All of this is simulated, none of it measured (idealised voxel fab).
Process module, titled voxel wiring stack
This is section cut - it's 240 nm across, gridded in 5 nm square cells.
In what follows, cross-sections appear as grids of square cells, described through bands that run from the top down, where every band is one or more rows of cells. Per band: top height and bottom height in nm, followed by the left-to-right materials and their widths in nm; "edge to edge" marks a single material spanning edge to edge, "air" marks empty space. Height reference: 0 = level under which incoming wafer is all one material. Lowest band: no bottom, runs on downward, e.g. "from 0 down". Width "30 to 40": first value at the band's top row of cells, second value at its bottom row, equal change from row to row. Where the words "nothing different" appear for a step, the cross-section shows no cell changed by that step; every cell remained as before. "Trapped cavities": sealed empty spaces, 8 cells or more, no open way to top, listed width x height at distance, with distance from the left edge and width, height and distance in nm. On each step's line, the part that comes after the settings is the simulator's own comment on the step. Regarding "overlay nm": on a step with a mask, it is the distance the mask lay to the right of its planned place; a negative value places it to the left.

-- The following list gives the planned process steps
step 1: RECEIVE | material Si
step 2: CONFORMAL_DEP | material SiO2 | thk nm 15
step 3: DIRECTIONAL_DEP | material TiN | thk nm 5
step 4: DIRECTIONAL_DEP | material W | thk nm 20
step 5: DIRECTIONAL_DEP | material aC | thk nm 15
step 6: PATTERN | tone cover | mask id METAL_1 | material resist | width nm 20 | pitch nm 40 | thk nm 35 | overlay nm 0
step 7: DIRECTIONAL_ETCH | etch materials aC | depth nm 15
step 8: STRIP | etch materials resist
step 9: DIRECTIONAL_ETCH | etch materials W | depth nm 20
step 10: DIRECTIONAL_ETCH | etch materials TiN | depth nm 5
step 11: STRIP | etch materials aC
step 12: CONFORMAL_DEP | material SiCN | thk nm 5
step 13: FILL_DEP | material lowk | thk nm 5
step 14: CMP | height nm 40
step 15: CONFORMAL_DEP | material SiCN | thk nm 5
step 16: DIRECTIONAL_DEP | material lowk | thk nm 20
step 17: DIRECTIONAL_DEP | material aC | thk nm 15
step 18: PATTERN | tone open | mask id PLUG_1 | material resist | width nm 15 | pitch nm 40 | thk nm 30 | overlay nm 0
step 19: DIRECTIONAL_ETCH | etch materials aC | depth nm 15
step 20: STRIP | etch materials resist
step 21: DIRECTIONAL_ETCH | etch materials lowk | depth nm 20
step 22: DIRECTIONAL_ETCH | etch materials SiCN | depth nm 5
step 23: STRIP | etch materials aC
step 24: EPI | material Ru | thk nm 10
step 25: EPI | material Ru | thk nm 10
step 26: EPI | material Ru | thk nm 5
step 27: DIRECTIONAL_DEP | material TiN | thk nm 5
step 28: DIRECTIONAL_DEP | material Ru | thk nm 15
step 29: DIRECTIONAL_DEP | material aC | thk nm 10
step 30: PATTERN | tone cover | mask id METAL_2 | material resist | width nm 20 | pitch nm 40 | thk nm 30 | overlay nm 0
step 31: DIRECTIONAL_ETCH | etch materials aC | depth nm 10
step 32: STRIP | etch materials resist
step 33: DIRECTIONAL_ETCH | etch materials Ru | depth nm 15
step 34: DIRECTIONAL_ETCH | etch materials TiN | depth nm 5
step 35: STRIP | etch materials aC
step 36: FILL_DEP | material SiO2 | thk nm 10
step 37: CMP | height nm 85
step 38: CONFORMAL_DEP | material SiN | thk nm 5

-- Incoming wafer in cross-section (state: after step 1)
- from 0 down: Si edge to edge
- Trapped cavities: none

-- The plan above was carried out on the starting structure above with one mistake, and this cross-section shows the wafer at the end of the module
- from 90 to 85: SiN edge to edge
- from 85 to 70: 50 nm SiO2; 20 nm Ru; 20 nm SiO2; 20 nm Ru; 20 nm SiO2; 20 nm Ru; 20 nm SiO2; 20 nm Ru; 50 nm SiO2
- from 70 to 65: 50 nm SiO2; 20 nm TiN; 20 nm SiO2; 20 nm TiN; 20 nm SiO2; 20 nm TiN; 20 nm SiO2; 20 nm TiN; 50 nm SiO2
- from 65 to 45: 60 nm lowk; 15 nm Ru; 25 nm lowk; 15 nm Ru; 25 nm lowk; 15 nm Ru; 25 nm lowk; 15 nm Ru; 45 nm lowk
- from 45 to 40: 60 nm SiCN; 15 nm Ru; 25 nm SiCN; 15 nm Ru; 25 nm SiCN; 15 nm Ru; 25 nm SiCN; 15 nm Ru; 45 nm SiCN
- from 40 to 20: 45 nm lowk; 5 nm SiCN; 20 nm W; 5 nm SiCN; 10 nm lowk; 5 nm SiCN; 20 nm W; 5 nm SiCN; 10 nm lowk; 5 nm SiCN; 20 nm W; 5 nm SiCN; 10 nm lowk; 5 nm SiCN; 20 nm W; 5 nm SiCN; 45 nm lowk
- from 20 to 15: 50 nm SiCN; 20 nm TiN; 20 nm SiCN; 20 nm TiN; 20 nm SiCN; 20 nm TiN; 20 nm SiCN; 20 nm TiN; 50 nm SiCN
- from 15 to 0: SiO2 edge to edge
- from 0 down: Si edge to edge
- Trapped cavities: none
Run error: step 18 deviated from plan and actually ran as PATTERN | tone open | mask id PLUG_1 | material resist | width nm 15 | pitch nm 40 | thk nm 30 | overlay nm 10
